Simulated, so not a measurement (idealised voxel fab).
Name of the process module below: voxel transistor to metal
Pictured: cross-section cut, 285 nm wide, on a grid of 5 nm square cells.
Cross-section layout: square cells on a grid; listed as bands, top to bottom; a band spans one or more cell rows.
First you get the band's top height and its bottom height, in nm, and then the materials it's made of, left to right, with each width in nm. If you see a single material with "everywhere", that one covers the band edge to edge. "blank" is empty space.
Height is counted from the level 0, under which the received wafer is composed throughout of one material. The lowest of the bands is not closed at the bottom but continues downward, in the notation "z 0 and below".
Note: "30 to 40" means the width goes from the first number (top row of the band) to the second number (bottom row) in equal steps per row of cells.
"changes: none", as given for a step, is the statement that not any cell of the cross-section underwent a change during that step.
Entry "Enclosed void entries". Content: empty spaces with no open connection to the top, size 8 cells or greater. Each: width x height at distance. Distance: from left edge. Unit: nm.
It should be noted that, on the line of a given step, the content following the step's settings is a remark produced by the simulator itself with respect to that step.
overlay nm: on a step with a mask, how far right of its planned place the mask lay; negative means left.

Below is the list of planned process steps
1,op RECEIVE | material Si
2,op CONFORMAL_DEP | material SiO2 | thk nm 5
3,op CONFORMAL_DEP | material SiN | thk nm 10
4,op PATTERN | tone cover | mask id ACTIVE | material resist | width nm 105 | pitch nm 135 | thk nm 20 | overlay nm 0
5,op DIRECTIONAL_ETCH | etch materials SiN | depth nm 10
6,op DIRECTIONAL_ETCH | etch materials SiO2 | depth nm 5
7,op DIRECTIONAL_ETCH | etch materials Si | depth nm 35
8,op STRIP | etch materials resist
9,op OXIDIZE | depth nm 5
10,op FILL_DEP | material SiO2 | thk nm 10
11,op CMP | height nm 15
12,op SELECTIVE_ETCH | etch materials SiO2 | depth nm 10
13,op STRIP | etch materials SiN
14,op SELECTIVE_ETCH | etch materials SiO2 | depth nm 5
15,op OXIDIZE | depth nm 5
16,op DIRECTIONAL_DEP | material polySi | thk nm 25
17,op DIRECTIONAL_DEP | material SiCN | thk nm 15
18,op MASKED_ETCH | tone cover | mask id GATE | width nm 25 | pitch nm 135 | etch materials SiCN | depth nm 25 | overlay nm 0
19,op MASKED_ETCH | tone cover | mask id GATE | width nm 25 | pitch nm 135 | etch materials polySi | depth nm 35 | overlay nm 0
20,op CONFORMAL_DEP | material SiN | thk nm 5
21,op DIRECTIONAL_ETCH | etch materials SiN | depth nm 5
22,op DIRECTIONAL_ETCH | etch materials SiO2 | depth nm 5
23,op DIRECTIONAL_ETCH | etch materials Si | depth nm 10
24,op EPI | material nSi | thk nm 10
25,op FILL_DEP | material SiO2 | thk nm 5
26,op CMP | height nm 40
27,op DIRECTIONAL_DEP | material SiO2 | thk nm 15
28,op PATTERN | tone open | mask id CONTACT | material resist | width nm 15 | thk nm 20 | overlay nm 0
29,op DIRECTIONAL_ETCH | etch materials SiO2 | depth nm 60
30,op STRIP | etch materials resist
31,op CONFORMAL_DEP | material TiN | thk nm 5
32,op FILL_DEP | material W | thk nm 5
33,op CMP | height nm 45
34,op CONFORMAL_DEP | material SiCN | thk nm 5
35,op DIRECTIONAL_DEP | material lowk | thk nm 25
36,op PATTERN | tone open | mask id METAL_1 | material resist | width nm 15 | thk nm 15 | overlay nm 0
37,op DIRECTIONAL_ETCH | etch materials lowk | depth nm 25
38,op DIRECTIONAL_ETCH | etch materials SiCN | depth nm 5
39,op STRIP | etch materials resist
40,op CONFORMAL_DEP | material TiN | thk nm 5
41,op FILL_DEP | material Ru | thk nm 10
42,op CMP | height nm 85
43,op CONFORMAL_DEP | material SiCN | thk nm 5
Same starting wafers, different height nm at step 33. Plan value belongs to the first wafer.

Cross-section of the first of several received wafers, showing its state after step 1
- z 0 and below = Si everywhere
- Enclosed void entries: none

Per wafer (row), end of module: delta in cells per material since receipt, (+) for gained, (-) for lost; closed voids after that
height nm 45, +81 Ru, -238 Si, +132 SiCN, +32 SiN, +455 SiO2, +189 TiN, +36 W, +225 lowk, +64 nSi, +50 polySi, Enclosed void entries: none
height nm 50, +24 Ru, -238 Si, +132 SiCN, +32 SiN, +500 SiO2, +197 TiN, +40 W, +225 lowk, +64 nSi, +50 polySi, Enclosed void entries: none
height nm 55, +20 Ru, -238 Si, +132 SiCN, +32 SiN, +545 SiO2, +152 TiN, +44 W, +225 lowk, +64 nSi, +50 polySi, Enclosed void entries: none
height nm 60, +16 Ru, -238 Si, +132 SiCN, +32 SiN, +545 SiO2, +197 TiN, +48 W, +180 lowk, +64 nSi, +50 polySi, Enclosed void entries: none
height nm 65, +12 Ru, -238 Si, +132 SiCN, +32 SiN, +545 SiO2, +189 TiN, +105 W, +135 lowk, +64 nSi, +50 polySi, Enclosed void entries: none
